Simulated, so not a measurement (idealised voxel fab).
This is a process module. Its name is voxel transistor to metal.
Square cells of 5 nm make up the cross-section cut, whose width is 180 nm.
Just so we're on the same page, the cross-sections are grids of square cells, and they're listed out in bands top to bottom, each band one or more rows deep. Basically the band line says how high the top is and how high the bottom is, in nm, and then what's in it from left to right, every material with its width in nm. Empty space shows up as "blank", and if a single material carries "edge to edge" it runs the full band edge to edge. Height is counted from the level 0, under which the received wafer is composed throughout of one material. The lowest of the bands is not closed at the bottom but continues downward, in the notation "z 0 and below". Top row gets the first number, bottom row gets the second, and each row in between changes by the same step: that is how a band width like "30->40" works. "nothing got changed", as given for a step, is the statement that not any cell of the cross-section underwent a change during that step. "Trapped cavities" means: voids of 8 cells or more that are shut off from the top with no open way through. Written width x height at distance, distance from the left edge, in nm. Post-settings text on a step line: simulator's own remark regarding the step. overlay nm: on a step with a mask, how far right of its planned place the mask lay; negative means left.

[plan]
| 1 | op RECEIVE | material Si |
| 2 | op CONFORMAL_DEP | material SiO2 | thk nm 5 |
| 3 | op CONFORMAL_DEP | material SiN | thk nm 10 |
| 4 | op DIRECTIONAL_DEP | material aC | thk nm 10 |
| 5 | op PATTERN | tone cover | mask id ACTIVE | material resist | width nm 110 | thk nm 30 | overlay nm 0 |
| 6 | op DIRECTIONAL_ETCH | etch materials aC | depth nm 10 |
| 7 | op STRIP | etch materials resist |
| 8 | op DIRECTIONAL_ETCH | etch materials SiN | depth nm 10 |
| 9 | op DIRECTIONAL_ETCH | etch materials SiO2 | depth nm 5 |
| 10 | op DIRECTIONAL_ETCH | etch materials Si | depth nm 30 |
| 11 | op STRIP | etch materials aC |
| 12 | op FILL_DEP | material SiO2 | thk nm 10 |
| 13 | op CMP | height nm 15 |
| 14 | op SELECTIVE_ETCH | etch materials SiO2 | depth nm 5 |
| 15 | op STRIP | etch materials SiN |
| 16 | op SELECTIVE_ETCH | etch materials SiO2 | depth nm 5 |
| 17 | op OXIDIZE | depth nm 5 |
| 18 | op DIRECTIONAL_DEP | material polySi | thk nm 25 |
| 19 | op DIRECTIONAL_DEP | material SiCN | thk nm 15 |
| 20 | op PATTERN | tone cover | mask id GATE | material resist | width nm 30 | thk nm 20 | overlay nm 0 |
| 21 | op DIRECTIONAL_ETCH | etch materials SiCN | depth nm 25 |
| 22 | op DIRECTIONAL_ETCH | etch materials polySi | depth nm 35 |
| 23 | op STRIP | etch materials resist |
| 24 | op CONFORMAL_DEP | material SiN | thk nm 5 |
| 25 | op DIRECTIONAL_ETCH | etch materials SiN | depth nm 5 |
| 26 | op DIRECTIONAL_ETCH | etch materials SiO2 | depth nm 5 |
| 27 | op DIRECTIONAL_ETCH | etch materials Si | depth nm 10 |
| 28 | op EPI | material SiGe | thk nm 10 |
| 29 | op FILL_DEP | material SiO2 | thk nm 10 |
| 30 | op CMP | height nm 25 |
| 31 | op STRIP | etch materials polySi |
| 32 | op SELECTIVE_ETCH | etch materials SiO2 | depth nm 5 |
| 33 | op CONFORMAL_DEP | material HfO2 | thk nm 5 |
| 34 | op CONFORMAL_DEP | material TiN | thk nm 5 |
| 35 | op FILL_DEP | material W | thk nm 10 |
| 36 | op CMP | height nm 20 |
| 37 | op DIRECTIONAL_DEP | material SiO2 | thk nm 10 |
| 38 | op DIRECTIONAL_DEP | material aC | thk nm 10 |
| 39 | op PATTERN | tone open | mask id CONTACT | material resist | width nm 15 | pitch nm 75 | thk nm 25 | overlay nm 0 |
| 40 | op DIRECTIONAL_ETCH | etch materials aC | depth nm 10 |
| 41 | op STRIP | etch materials resist |
| 42 | op DIRECTIONAL_ETCH | etch materials SiO2 | depth nm 35 |
| 43 | op STRIP | etch materials aC |
| 44 | op CONFORMAL_DEP | material TiN | thk nm 5 |
| 45 | op FILL_DEP | material W | thk nm 5 |
| 46 | op CMP | height nm 30 |
| 47 | op DIRECTIONAL_DEP | material TiN | thk nm 5 |
| 48 | op DIRECTIONAL_DEP | material Ru | thk nm 20 |
| 49 | op DIRECTIONAL_DEP | material aC | thk nm 15 |
| 50 | op PATTERN | tone cover | mask id METAL_1 | material resist | width nm 15 | pitch nm 75 | thk nm 35 | overlay nm 0 |
| 51 | op DIRECTIONAL_ETCH | etch materials aC | depth nm 15 |
| 52 | op STRIP | etch materials resist |
| 53 | op DIRECTIONAL_ETCH | etch materials Ru | depth nm 20 |
| 54 | op DIRECTIONAL_ETCH | etch materials TiN | depth nm 5 |
| 55 | op STRIP | etch materials aC |
| 56 | op CONFORMAL_DEP | material SiN | thk nm 5 |
| 57 | op FILL_DEP | material lowk | thk nm 10 |
| 58 | op CMP | height nm 55 |
| 59 | op CONFORMAL_DEP | material SiCN | thk nm 5 |

[Here's what the wafer looked like in cross-section when it arrived - that's after step 1]
z 0 and below  Si edge to edge
Trapped cavities: none

[One mistake in running the module, otherwise start and plan as above: cross-section at the end]
z 60 to 55  SiCN edge to edge
z 55 to 35  40 nm lowk  5 nm SiN  15 nm Ru  5 nm SiN  50 nm lowk  5 nm SiN  15 nm Ru  5 nm SiN  40 nm lowk
z 35 to 30  45 nm SiN  15 nm TiN  60 nm SiN  15 nm TiN  45 nm SiN
z 30 to 20  45 nm SiO2  5 nm TiN  5 nm W  5 nm TiN  60 nm SiO2  5 nm TiN  5 nm W  5 nm TiN  45 nm SiO2
z 20 to 5  45 nm SiO2  5 nm TiN  5 nm W  5 nm TiN  10 nm SiO2  5 nm SiN  5 nm TiN  5 nm HfO2  10 nm W  5 nm HfO2  5 nm TiN  5 nm SiN  10 nm SiO2  5 nm TiN  5 nm W  5 nm TiN  45 nm SiO2
z 5 to 0  30 nm SiO2  5 nm SiN  10 nm SiO2  5 nm TiN  5 nm W  5 nm TiN  10 nm SiGe  5 nm SiN  5 nm TiN  20 nm HfO2  5 nm TiN  5 nm SiN  10 nm SiGe  5 nm TiN  5 nm W  5 nm TiN  10 nm SiO2  5 nm SiN  30 nm SiO2
z 0 to -5  45 nm SiO2  15 nm TiN  10 nm SiGe  40 nm TiN  10 nm SiGe  15 nm TiN  45 nm SiO2
z -5 to -15  35 nm SiO2  35 nm SiGe  40 nm Si  35 nm SiGe  35 nm SiO2
z -15 to -30  35 nm SiO2  110 nm Si  35 nm SiO2
z -30 and below  Si edge to edge
Trapped cavities: none
Which mistake was made when the wafer was run? step 33 ran in the slot meant for step 34, and vice versa
